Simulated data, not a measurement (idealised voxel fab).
Presented below is a process module, voxel wiring stack.
Pictured: cross-section cut, 210 nm wide, on a grid of 5 nm square cells.
When this document writes out a cross-section, it uses a grid of square cells and lists it as bands, beginning at the top and moving down, with a band standing for one or more rows of cells. Per band: top height and bottom height in nm, followed by the left-to-right materials and their widths in nm; "edge to edge" marks a single material spanning edge to edge, "air" marks empty space. Measure heights from 0. That's the level where, below it, the as-received wafer is all one material. The lowest band is bottomless and extends downward; write it as in "top 0, no bottom". The expression "30 to 40" gives the width at the extremes of the band, the first number at its top row of cells and the second at its bottom row, with the width changing by equal amounts from each row to the next in between. "no change occurred" after a step means that no cell of the cross-section changed. "Sealed internal voids" contains a list of empty spaces, each no smaller than 8 cells and without an open way to the top, written in the form width x height at distance with the distance from the left edge and all three in nm. Step line, after settings: the simulator's comment on this step. Each step line may optionally specify "overlay nm", which for a step with a mask gives the rightward distance between the mask's planned place and where it lay, a negative value indicating the leftward direction.

Steps in the process plan
- 1: RECEIVE (material Si)
- 2: CONFORMAL_DEP (material SiO2; thk nm 10)
- 3: DIRECTIONAL_DEP (material TiN; thk nm 5)
- 4: DIRECTIONAL_DEP (material W; thk nm 25)
- 5: PATTERN (tone cover; mask id METAL_1; material resist; width nm 30; pitch nm 55; thk nm 15; overlay nm 0)
- 6: DIRECTIONAL_ETCH (etch materials W; depth nm 25)
- 7: DIRECTIONAL_ETCH (etch materials TiN; depth nm 5)
- 8: STRIP (etch materials resist)
- 9: FILL_DEP (material lowk; thk nm 5)
- 10: CMP (height nm 40)
- 11: CONFORMAL_DEP (material SiCN; thk nm 5)
- 12: DIRECTIONAL_DEP (material lowk; thk nm 10)
- 13: DIRECTIONAL_DEP (material aC; thk nm 15)
- 14: PATTERN (tone open; mask id PLUG_1; material resist; width nm 15; pitch nm 55; thk nm 30; overlay nm 0)
- 15: DIRECTIONAL_ETCH (etch materials aC; depth nm 15)
- 16: STRIP (etch materials resist)
- 17: DIRECTIONAL_ETCH (etch materials lowk; depth nm 10)
- 18: DIRECTIONAL_ETCH (etch materials SiCN; depth nm 5)
- 19: STRIP (etch materials aC)
- 20: EPI (material Ru; thk nm 10)
- 21: EPI (material Ru; thk nm 5)
- 22: CONFORMAL_DEP (material SiCN; thk nm 5)
- 23: DIRECTIONAL_DEP (material SiO2; thk nm 25)
- 24: DIRECTIONAL_DEP (material aC; thk nm 10)
- 25: PATTERN (tone open; mask id METAL_2; material resist; width nm 30; pitch nm 55; thk nm 25; overlay nm -15)
- 26: DIRECTIONAL_ETCH (etch materials aC; depth nm 10)
- 27: STRIP (etch materials resist)
- 28: DIRECTIONAL_ETCH (etch materials SiO2; depth nm 25)
- 29: DIRECTIONAL_ETCH (etch materials SiCN; depth nm 5)
- 30: STRIP (etch materials aC)
- 31: CONFORMAL_DEP (material TiN; thk nm 5)
- 32: FILL_DEP (material W; thk nm 5)
- 33: CMP (height nm 85)
- 34: CONFORMAL_DEP (material SiN; thk nm 5)
Quick note for whoever runs this: the wafers start identical, but the overlay nm at step 25 isn't the same across them. The plan just shows what the first wafer had.

Cross-section, first of several wafers, as delivered after step 1
- top 0, no bottom | Si edge to edge
- Sealed internal voids: none

Wafer cross-section (first of several) - module end, post step 34 (last step)
- top 90, bottom 85 | SiN edge to edge
- top 85, bottom 60 | SiO2=20 / TiN=5 / W=20 / TiN=5 / SiO2=25 / TiN=5 / W=20 / TiN=5 / SiO2=25 / TiN=5 / W=20 / TiN=5 / SiO2=50
- top 60, bottom 55 | SiCN=20 / TiN=30 / SiCN=25 / TiN=30 / SiCN=25 / TiN=30 / SiCN=50
- top 55, bottom 45 | lowk=35 / Ru=15 / lowk=40 / Ru=15 / lowk=40 / Ru=15 / lowk=50
- top 45, bottom 40 | SiCN=35 / Ru=15 / SiCN=40 / Ru=15 / SiCN=40 / Ru=15 / SiCN=50
- top 40, bottom 15 | lowk=35 / W=30 / lowk=25 / W=30 / lowk=25 / W=30 / lowk=35
- top 15, bottom 10 | lowk=35 / TiN=30 / lowk=25 / TiN=30 / lowk=25 / TiN=30 / lowk=35
- top 10, bottom 0 | SiO2 edge to edge
- top 0, no bottom | Si edge to edge
- Sealed internal voids: none

Of the several wafers, the last: cross-section at the end of the module
- top 90, bottom 85 | SiN edge to edge
- top 85, bottom 60 | SiO2=50 / TiN=5 / W=20 / TiN=5 / SiO2=25 / TiN=5 / W=20 / TiN=5 / SiO2=25 / TiN=5 / W=20 / TiN=5 / SiO2=20
- top 60, bottom 55 | SiCN=50 / TiN=30 / SiCN=25 / TiN=30 / SiCN=25 / TiN=30 / SiCN=20
- top 55, bottom 45 | lowk=35 / Ru=15 / lowk=40 / Ru=15 / lowk=40 / Ru=15 / lowk=50
- top 45, bottom 40 | SiCN=35 / Ru=15 / SiCN=40 / Ru=15 / SiCN=40 / Ru=15 / SiCN=50
- top 40, bottom 15 | lowk=35 / W=30 / lowk=25 / W=30 / lowk=25 / W=30 / lowk=35
- top 15, bottom 10 | lowk=35 / TiN=30 / lowk=25 / TiN=30 / lowk=25 / TiN=30 / lowk=35
- top 10, bottom 0 | SiO2 edge to edge
- top 0, no bottom | Si edge to edge
- Sealed internal voids: none

Per wafer (row), end of module: delta in cells per material since receipt, (+) for gained, (-) for lost; closed voids after that
overlay nm -15 | +27 Ru | +57 SiCN | +42 SiN | +204 SiO2 | +66 TiN | +150 W | +210 lowk | Sealed internal voids: none
overlay nm -10 | +27 Ru | +57 SiCN | +42 SiN | +204 SiO2 | +66 TiN | +150 W | +210 lowk | Sealed internal voids: none
overlay nm -5 | +27 Ru | +57 SiCN | +42 SiN | +204 SiO2 | +66 TiN | +150 W | +210 lowk | Sealed internal voids: none
overlay nm 0 | +27 Ru | +57 SiCN | +42 SiN | +204 SiO2 | +66 TiN | +150 W | +210 lowk | Sealed internal voids: none
overlay nm 5 | +27 Ru | +57 SiCN | +42 SiN | +204 SiO2 | +66 TiN | +150 W | +210 lowk | Sealed internal voids: none
overlay nm 10 | +27 Ru | +57 SiCN | +42 SiN | +204 SiO2 | +66 TiN | +150 W | +210 lowk | Sealed internal voids: none
overlay nm 15 | +27 Ru | +57 SiCN | +42 SiN | +204 SiO2 | +66 TiN | +150 W | +210 lowk | Sealed internal voids: none
